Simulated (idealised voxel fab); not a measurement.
The name of this process module is voxel spacer lines.
Square cells of 5 nm make up the cross-section cut, whose width is 300 nm.
Format of a cross-section: grid, square cells. Given as bands. Order: top down. Band: one or more rows of cells. Basically the band line says how high the top is and how high the bottom is, in nm, and then what's in it from left to right, every material with its width in nm. Empty space shows up as "empty", and if a single material carries "everywhere" it runs the full band edge to edge. A quick word on heights: they are counted from 0, and under that level the wafer as it came to us is one material throughout. The lowest band is different from the rest in having no bottom; it simply continues downward, written as in "z 0 and below". A width given as "30 to 40" starts at the first number in the band's top row and ends at the second number in its bottom row, shifting by an equal amount at every step from row to row. It should be understood that the words "nothing altered", when stated for a given step, signify that the cross-section underwent no change in any of its cells during that step. What "Fully sealed cavities" gives you is every empty space of 8 cells or more that is cut off from the top. Each appears as width x height at distance, with the distance taken from the left edge and width, height and distance all in nm. On a step's line, text after the settings is the simulator commenting on that step. overlay nm: for a step with a mask, the amount by which the mask lay right of where it was planned; a negative amount means left of it.
### These are the steps we planned for the process
| 1 | RECEIVE (material Si) |
| 2 | CONFORMAL_DEP (material Al2O3; thk nm 10) |
| 3 | DIRECTIONAL_DEP (material polySi; thk nm 15) |
| 4 | DIRECTIONAL_DEP (material aC; thk nm 30) |
| 5 | PATTERN (tone cover; mask id MANDREL; material resist; width nm 15; pitch nm 50; thk nm 40; overlay nm 0) |
| 6 | DIRECTIONAL_ETCH (etch materials aC; depth nm 30) |
| 7 | STRIP (etch materials resist) |
| 8 | CONFORMAL_DEP (material SiO2; thk nm 10) |
| 9 | DIRECTIONAL_ETCH (etch materials SiO2; depth nm 10) |
| 10 | STRIP (etch materials aC) |
| 11 | DIRECTIONAL_ETCH (etch materials polySi; depth nm 15) |
| 12 | STRIP (etch materials SiO2) |
### The cross-section here shows the wafer as received, i.e. in its state after step 1
* z 0 and below = Si everywhere
* Fully sealed cavities: none
### Cross-section: first of two wafers, module finished, run according to plan
* z 25 to 10 = empty (105); polySi (10); empty (15); polySi (10); empty (15); polySi (10); empty (15); polySi (10); empty (110)
* z 10 to 0 = Al2O3 everywhere
* z 0 and below = Si everywhere
* Fully sealed cavities: none
### Second wafer through the module, sectioned at the end: same beginning and same plan as the first wafer, with one mistake in carrying it out
* z 25 to 10 = empty (105); polySi (10); empty (15); polySi (10); empty (15); polySi (10); empty (15); polySi (10); empty (110)
* z 10 to 0 = polySi everywhere
* z 0 and below = Si everywhere
* Fully sealed cavities: none
Plan not followed: note that step 2 departed from the planned setting and was carried out as CONFORMAL_DEP (material polySi; thk nm 10)
FYI, end of process, the second wafer has more or fewer cells of some materials than the first: Al2O3: 120 fewer, polySi: 120 more
